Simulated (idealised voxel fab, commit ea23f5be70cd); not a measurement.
The process module presented herein is designated voxel wiring stack.
Section shown: cut. Width: 230 nm. Cell size: 5 nm, square.
Throughout this document, each cross-section is represented as a grid of square cells and is presented as a sequence of bands enumerated from the top downward, where a band comprises one or more rows of cells. Band entry format. Leading values: height of top, height of bottom, nm. Remainder: materials in left-to-right order, each with its width in nm. Special words: "throughout" on a single material, which then fills the band edge to edge; "blank", empty space. Measure heights from 0. That's the level where, below it, the as-received wafer is all one material. The lowest band is bottomless and extends downward; write it as in "0 nm and below". Quick explanation for "30..40": the width changes in equal steps down the rows of cells, from the first number in the band's top row to the second number in its bottom row. Take "left unchanged" at face value: in the step it is given for, the cross-section changed in none of its cells. If an empty space has no open way to the top and is at least 8 cells in size, "Voids, fully enclosed" lists it, written width x height at distance, where distance is measured from the left edge and every value is in nm. Post-settings text on a step line: simulator's own remark regarding the step. Steps that use a mask can have "overlay nm" on their line. It says how far the mask sat to the right of where it was meant to be. Negative means to the left.
The steps planned for the process are as follows:
| 1 | RECEIVE [material Si] |
| 2 | CONFORMAL_DEP [material SiO2] [thk nm 10] |
| 3 | DIRECTIONAL_DEP [material TiN] [thk nm 5] |
| 4 | DIRECTIONAL_DEP [material Ru] [thk nm 25] |
| 5 | MASKED_ETCH [tone cover] [mask id METAL_1] [width nm 25] [pitch nm 40] [etch materials Ru] [depth nm 25] [overlay nm 0] |
| 6 | MASKED_ETCH [tone cover] [mask id METAL_1] [width nm 25] [pitch nm 40] [etch materials TiN] [depth nm 5] [overlay nm 0] |
| 7 | CONFORMAL_DEP [material SiN] [thk nm 5] |
| 8 | FILL_DEP [material lowk] [thk nm 10] |
| 9 | CMP [height nm 40] |
| 10 | CONFORMAL_DEP [material SiCN] [thk nm 5] |
| 11 | DIRECTIONAL_DEP [material SiO2] [thk nm 15] |
| 12 | DIRECTIONAL_DEP [material aC] [thk nm 15] |
| 13 | PATTERN [tone open] [mask id PLUG_1] [material resist] [width nm 15] [pitch nm 80] [thk nm 35] [overlay nm 0] |
| 14 | DIRECTIONAL_ETCH [etch materials aC] [depth nm 15] |
| 15 | STRIP [etch materials resist] |
| 16 | DIRECTIONAL_ETCH [etch materials SiO2] [depth nm 15] |
| 17 | DIRECTIONAL_ETCH [etch materials SiCN] [depth nm 5] |
| 18 | STRIP [etch materials aC] |
| 19 | CONFORMAL_DEP [material TiN] [thk nm 5] |
| 20 | FILL_DEP [material Ru] [thk nm 5] |
| 21 | CMP [height nm 60] |
| 22 | DIRECTIONAL_DEP [material TiN] [thk nm 5] |
| 23 | DIRECTIONAL_DEP [material Ru] [thk nm 20] |
| 24 | MASKED_ETCH [tone cover] [mask id METAL_2] [width nm 25] [pitch nm 40] [etch materials Ru] [depth nm 20] [overlay nm 0] |
| 25 | MASKED_ETCH [tone cover] [mask id METAL_2] [width nm 25] [pitch nm 40] [etch materials TiN] [depth nm 5] [overlay nm 0] |
| 26 | CONFORMAL_DEP [material SiN] [thk nm 5] |
| 27 | FILL_DEP [material lowk] [thk nm 10] |
| 28 | CMP [height nm 85] |
| 29 | CONFORMAL_DEP [material SiCN] [thk nm 5] |
First of two wafers, processed according to plan:
Received-state cross-section, reflecting completion of step 1:
	0 nm and below: Si throughout
	Voids, fully enclosed: none
Cross-section through the wafer, step 2 finished:
	10 nm to 0 nm: SiO2 throughout
	All layers under 0 are left as they were.
Cross-section through the wafer, step 3 finished:
	15 nm to 10 nm: TiN throughout
	All layers under 10 are left as they were.
Cross-section through the wafer, step 4 finished:
	40 nm to 15 nm: Ru throughout
	All layers under 15 are left as they were.
Cross-section through the wafer, step 5 finished:
	40 nm to 15 nm: blank (40), Ru (25), blank (15), Ru (25), blank (15), Ru (25), blank (15), Ru (25), blank (45)
	All layers under 15 are left as they were.
Cross-section through the wafer, step 6 finished:
	40 nm to 15 nm: blank (40), Ru (25), blank (15), Ru (25), blank (15), Ru (25), blank (15), Ru (25), blank (45)
	15 nm to 10 nm: blank (40), TiN (25), blank (15), TiN (25), blank (15), TiN (25), blank (15), TiN (25), blank (45)
	All layers under 10 are left as they were.
Cross-section through the wafer, step 7 finished:
	45 nm to 40 nm: blank (35), SiN (35), blank (5), SiN (35), blank (5), SiN (35), blank (5), SiN (35), blank (40)
	40 nm to 15 nm: blank (35), SiN (5), Ru (25), SiN (5), blank (5), SiN (5), Ru (25), SiN (5), blank (5), SiN (5), Ru (25), SiN (5), blank (5), SiN (5), Ru (25), SiN (5), blank (40)
	15 nm to 10 nm: SiN (40), TiN (25), SiN (15), TiN (25), SiN (15), TiN (25), SiN (15), TiN (25), SiN (45)
	All layers under 10 are left as they were.
Cross-section through the wafer, step 8 finished:
	55 nm to 45 nm: lowk throughout
	45 nm to 40 nm: lowk (35), SiN (35), lowk (5), SiN (35), lowk (5), SiN (35), lowk (5), SiN (35), lowk (40)
	40 nm to 15 nm: lowk (35), SiN (5), Ru (25), SiN (5), lowk (5), SiN (5), Ru (25), SiN (5), lowk (5), SiN (5), Ru (25), SiN (5), lowk (5), SiN (5), Ru (25), SiN (5), lowk (40)
	All layers under 15 are left as they were.
Cross-section through the wafer, step 9 finished:
	40 nm to 15 nm: lowk (35), SiN (5), Ru (25), SiN (5), lowk (5), SiN (5), Ru (25), SiN (5), lowk (5), SiN (5), Ru (25), SiN (5), lowk (5), SiN (5), Ru (25), SiN (5), lowk (40)
	All layers under 15 are left as they were.
Cross-section through the wafer, step 10 finished:
	45 nm to 40 nm: SiCN throughout
	All layers under 40 are left as they were.
Cross-section through the wafer, step 11 finished:
	60 nm to 45 nm: SiO2 throughout
	All layers under 45 are left as they were.
Cross-section through the wafer, step 12 finished:
	75 nm to 60 nm: aC throughout
	All layers under 60 are left as they were.
Cross-section through the wafer, step 13 finished:
	110 nm to 75 nm: resist (40), blank (15), resist (65), blank (15), resist (95)
	All layers under 75 are left as they were.
Cross-section through the wafer, step 14 finished:
	95 nm to 75 nm: resist (40), blank (15), resist (65), blank (15), resist (95)
	75 nm to 60 nm: aC (40), blank (15), aC (65), blank (15), aC (95)
	All layers under 60 are left as they were.
Cross-section through the wafer, step 15 finished:
	75 nm to 60 nm: aC (40), blank (15), aC (65), blank (15), aC (95)
	All layers under 60 are left as they were.
Cross-section through the wafer, step 16 finished:
	75 nm to 60 nm: aC (40), blank (15), aC (65), blank (15), aC (95)
	60 nm to 45 nm: SiO2 (40), blank (15), SiO2 (65), blank (15), SiO2 (95)
	All layers under 45 are left as they were.
Cross-section through the wafer, step 17 finished:
	75 nm to 60 nm: aC (40), blank (15), aC (65), blank (15), aC (95)
	60 nm to 45 nm: SiO2 (40), blank (15), SiO2 (65), blank (15), SiO2 (95)
	45 nm to 40 nm: SiCN (40), blank (15), SiCN (65), blank (15), SiCN (95)
	All layers under 40 are left as they were.
Cross-section through the wafer, step 18 finished:
	60 nm to 45 nm: SiO2 (40), blank (15), SiO2 (65), blank (15), SiO2 (95)
	All layers under 45 are left as they were.
Cross-section through the wafer, step 19 finished:
	65 nm to 60 nm: TiN (45), blank (5), TiN (75), blank (5), TiN (100)
	60 nm to 45 nm: SiO2 (40), TiN (5), blank (5), TiN (5), SiO2 (65), TiN (5), blank (5), TiN (5), SiO2 (95)
	45 nm to 40 nm: SiCN (40), TiN (15), SiCN (65), TiN (15), SiCN (95)
	All layers under 40 are left as they were.
Cross-section through the wafer, step 20 finished:
	70 nm to 65 nm: Ru throughout
	65 nm to 60 nm: TiN (45), Ru (5), TiN (75), Ru (5), TiN (100)
	60 nm to 45 nm: SiO2 (40), TiN (5), Ru (5), TiN (5), SiO2 (65), TiN (5), Ru (5), TiN (5), SiO2 (95)
	All layers under 45 are left as they were.
Cross-section through the wafer, step 21 finished:
	60 nm to 45 nm: SiO2 (40), TiN (5), Ru (5), TiN (5), SiO2 (65), TiN (5), Ru (5), TiN (5), SiO2 (95)
	All layers under 45 are left as they were.
Cross-section through the wafer, step 22 finished:
	65 nm to 60 nm: TiN throughout
	All layers under 60 are left as they were.
Cross-section through the wafer, step 23 finished:
	85 nm to 65 nm: Ru throughout
	All layers under 65 are left as they were.
Cross-section through the wafer, step 24 finished:
	85 nm to 65 nm: blank (40), Ru (25), blank (15), Ru (25), blank (15), Ru (25), blank (15), Ru (25), blank (45)
	All layers under 65 are left as they were.
Cross-section through the wafer, step 25 finished:
	85 nm to 65 nm: blank (40), Ru (25), blank (15), Ru (25), blank (15), Ru (25), blank (15), Ru (25), blank (45)
	65 nm to 60 nm: blank (40), TiN (25), blank (15), TiN (25), blank (15), TiN (25), blank (15), TiN (25), blank (45)
	All layers under 60 are left as they were.
Cross-section through the wafer, step 26 finished:
	90 nm to 85 nm: blank (35), SiN (35), blank (5), SiN (35), blank (5), SiN (35), blank (5), SiN (35), blank (40)
	85 nm to 65 nm: blank (35), SiN (5), Ru (25), SiN (5), blank (5), SiN (5), Ru (25), SiN (5), blank (5), SiN (5), Ru (25), SiN (5), blank (5), SiN (5), Ru (25), SiN (5), blank (40)
	65 nm to 60 nm: SiN (40), TiN (25), SiN (15), TiN (25), SiN (15), TiN (25), SiN (15), TiN (25), SiN (45)
	All layers under 60 are left as they were.
Cross-section through the wafer, step 27 finished:
	100 nm to 90 nm: lowk throughout
	90 nm to 85 nm: lowk (35), SiN (35), lowk (5), SiN (35), lowk (5), SiN (35), lowk (5), SiN (35), lowk (40)
	85 nm to 65 nm: lowk (35), SiN (5), Ru (25), SiN (5), lowk (5), SiN (5), Ru (25), SiN (5), lowk (5), SiN (5), Ru (25), SiN (5), lowk (5), SiN (5), Ru (25), SiN (5), lowk (40)
	All layers under 65 are left as they were.
Cross-section through the wafer, step 28 finished:
	85 nm to 65 nm: lowk (35), SiN (5), Ru (25), SiN (5), lowk (5), SiN (5), Ru (25), SiN (5), lowk (5), SiN (5), Ru (25), SiN (5), lowk (5), SiN (5), Ru (25), SiN (5), lowk (40)
	All layers under 65 are left as they were.
Cross-section through the wafer, step 29 finished:
	90 nm to 85 nm: SiCN throughout
	All layers under 85 are left as they were.
Second of two: same start, same plan, one run error; steps up to and including 24 match the first:
Cross-sectional view of the second wafer at the intended end time of process step 25:
	85 nm to 65 nm: blank (40), Ru (25), blank (15), Ru (25), blank (15), Ru (25), blank (15), Ru (25), blank (45)
	65 nm to 60 nm: blank (40), TiN (25), blank (15), TiN (25), blank (15), TiN (25), blank (15), TiN (25), blank (45)
	All layers under 60 are left as they were.
Cross-sectional view of the second wafer at the intended end time of process step 26:
	90 nm to 85 nm: blank (35), SiN (35), blank (5), SiN (35), blank (5), SiN (35), blank (5), SiN (35), blank (40)
	85 nm to 65 nm: blank (35), SiN (5), Ru (25), SiN (5), blank (5), SiN (5), Ru (25), SiN (5), blank (5), SiN (5), Ru (25), SiN (5), blank (5), SiN (5), Ru (25), SiN (5), blank (40)
	65 nm to 60 nm: SiN (40), TiN (25), SiN (15), TiN (25), SiN (15), TiN (25), SiN (15), TiN (25), SiN (45)
	All layers under 60 are left as they were.
Cross-sectional view of the second wafer at the intended end time of process step 27:
	100 nm to 90 nm: lowk throughout
	90 nm to 85 nm: lowk (35), SiN (35), lowk (5), SiN (35), lowk (5), SiN (35), lowk (5), SiN (35), lowk (40)
	85 nm to 65 nm: lowk (35), SiN (5), Ru (25), SiN (5), lowk (5), SiN (5), Ru (25), SiN (5), lowk (5), SiN (5), Ru (25), SiN (5), lowk (5), SiN (5), Ru (25), SiN (5), lowk (40)
	All layers under 65 are left as they were.
Cross-sectional view of the second wafer at the intended end time of process step 28:
	85 nm to 65 nm: lowk (35), SiN (5), Ru (25), SiN (5), lowk (5), SiN (5), Ru (25), SiN (5), lowk (5), SiN (5), Ru (25), SiN (5), lowk (5), SiN (5), Ru (25), SiN (5), lowk (40)
	All layers under 65 are left as they were.
Cross-sectional view of the second wafer at the intended end time of process step 29:
	90 nm to 85 nm: SiCN throughout
	All layers under 85 are left as they were.
Deviation from plan: plan step 25 was twice executed
Honestly, by the end the two wafers have the same cross-section, so the mistake just doesn't show up in what this model computes.
